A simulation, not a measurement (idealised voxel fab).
process module | voxel wiring stack
cross-section cut | 165 nm wide | cells 5 nm
A cross-section is a grid of square cells, given in bands from the top down. A band is one or more rows of cells.
Each band's line starts with the height of the band's top and of its bottom, in nm. Then come its materials from left to right, each with its width in nm. One material with "throughout" fills the band from edge to edge. "air" is empty space.
Height 0 is the level under which the wafer as received is all one material. The lowest band goes on downwards, as in "0 down".
A width such as "30 to 40" changes by the same amount from each row of cells to the next, from the band's top row to its bottom row.
"no change" after a step means that no cell of the cross-section changed.
closed voids: empty space of 8 cells or more with no open way to the top, each as width x height at its distance from the left edge, in nm
after a step's settings: what the simulator itself notes on the step
overlay nm, on a step with a mask: how far to the right of its planned place the mask lay; to the left if negative
plan
1 op RECEIVE | material Si
2 op CONFORMAL_DEP | material SiO2 | thk nm 15
3 op CONFORMAL_DEP | material SiCN | thk nm 5
4 op DIRECTIONAL_DEP | material lowk | thk nm 25
5 op DIRECTIONAL_DEP | material aC | thk nm 10
6 op PATTERN | tone open | mask id METAL_1 | material resist | width nm 25 | pitch nm 40 | thk nm 25 | overlay nm 0
7 op DIRECTIONAL_ETCH | etch materials aC | depth nm 10
8 op STRIP | etch materials resist
9 op DIRECTIONAL_ETCH | etch materials lowk | depth nm 25
10 op DIRECTIONAL_ETCH | etch materials SiCN | depth nm 5
11 op STRIP | etch materials aC
12 op CONFORMAL_DEP | material TiN | thk nm 5
13 op FILL_DEP | material Cu | thk nm 10
14 op CMP | height nm 45
15 op CONFORMAL_DEP | material SiCN | thk nm 5
16 op DIRECTIONAL_DEP | material SiO2 | thk nm 20
17 op PATTERN | tone open | mask id PLUG_1 | material resist | width nm 15 | pitch nm 40 | thk nm 15 | overlay nm 0
18 op DIRECTIONAL_ETCH | etch materials SiO2 | depth nm 20
19 op DIRECTIONAL_ETCH | etch materials SiCN | depth nm 5
20 op STRIP | etch materials resist
21 op EPI | material Ru | thk nm 10
22 op EPI | material Ru | thk nm 10
23 op EPI | material Ru | thk nm 5
24 op CONFORMAL_DEP | material SiCN | thk nm 5
25 op DIRECTIONAL_DEP | material SiO2 | thk nm 20
26 op DIRECTIONAL_DEP | material aC | thk nm 10
27 op PATTERN | tone open | mask id METAL_2 | material resist | width nm 25 | pitch nm 40 | thk nm 25 | overlay nm 0
28 op DIRECTIONAL_ETCH | etch materials aC | depth nm 10
29 op STRIP | etch materials resist
30 op DIRECTIONAL_ETCH | etch materials SiO2 | depth nm 20
31 op DIRECTIONAL_ETCH | etch materials SiCN | depth nm 5
32 op STRIP | etch materials aC
33 op CONFORMAL_DEP | material TiN | thk nm 5
34 op FILL_DEP | material W | thk nm 10
35 op CMP | height nm 95
36 op CONFORMAL_DEP | material SiN | thk nm 5
varied across the wafers: width nm of step 17. The plan shows the first wafer's value. All wafers start alike
first wafer as received, after step 1
  0 down: Si throughout
  closed voids: none
first wafer at the end, after step 36
  100 to 95: SiN throughout
  95 to 75: SiO2 30 | TiN 5 | W 15 | TiN 5 | SiO2 15 | TiN 5 | W 15 | TiN 5 | SiO2 15 | TiN 5 | W 15 | TiN 5 | SiO2 30
  75 to 70: SiCN 30 | TiN 25 | SiCN 15 | TiN 25 | SiCN 15 | TiN 25 | SiCN 30
  70 to 50: SiO2 30 | Ru 15 | SiO2 25 | Ru 15 | SiO2 25 | Ru 15 | SiO2 40
  50 to 45: SiCN 30 | Ru 15 | SiCN 25 | Ru 15 | SiCN 25 | Ru 15 | SiCN 40
  45 to 20: lowk 30 | TiN 5 | Cu 15 | TiN 5 | lowk 15 | TiN 5 | Cu 15 | TiN 5 | lowk 15 | TiN 5 | Cu 15 | TiN 5 | lowk 30
  20 to 15: SiCN 30 | TiN 25 | SiCN 15 | TiN 25 | SiCN 15 | TiN 25 | SiCN 30
  15 to 0: SiO2 throughout
  0 down: Si throughout
  closed voids: none
last wafer at the end
  100 to 95: SiN throughout
  95 to 75: SiO2 30 | TiN 5 | W 15 | TiN 5 | SiO2 15 | TiN 5 | W 15 | TiN 5 | SiO2 15 | TiN 5 | W 15 | TiN 5 | SiO2 30
  75 to 70: SiCN 30 | TiN 25 | SiCN 15 | TiN 25 | SiCN 15 | TiN 25 | SiCN 30
  70 to 50: SiO2 25 | Ru 25 | SiO2 15 | Ru 25 | SiO2 15 | Ru 25 | SiO2 35
  50 to 45: SiCN 25 | Ru 25 | SiCN 15 | Ru 25 | SiCN 15 | Ru 25 | SiCN 35
  45 to 20: lowk 30 | TiN 5 | Cu 15 | TiN 5 | lowk 15 | TiN 5 | Cu 15 | TiN 5 | lowk 15 | TiN 5 | Cu 15 | TiN 5 | lowk 30
  20 to 15: SiCN 30 | TiN 25 | SiCN 15 | TiN 25 | SiCN 15 | TiN 25 | SiCN 30
  15 to 0: SiO2 throughout
  0 down: Si throughout
  closed voids: none
each wafer at the end: cells of each material gained (+) or lost (-) since it was received, then its closed voids
width nm 15 | +45 Cu | +45 Ru | +60 SiCN | +33 SiN | +267 SiO2 | +84 TiN | +36 W | +90 lowk | closed voids: none
width nm 20 | +45 Cu | +60 Ru | +57 SiCN | +33 SiN | +255 SiO2 | +84 TiN | +36 W | +90 lowk | closed voids: none
width nm 25 | +45 Cu | +75 Ru | +54 SiCN | +33 SiN | +243 SiO2 | +84 TiN | +36 W | +90 lowk | closed voids: none
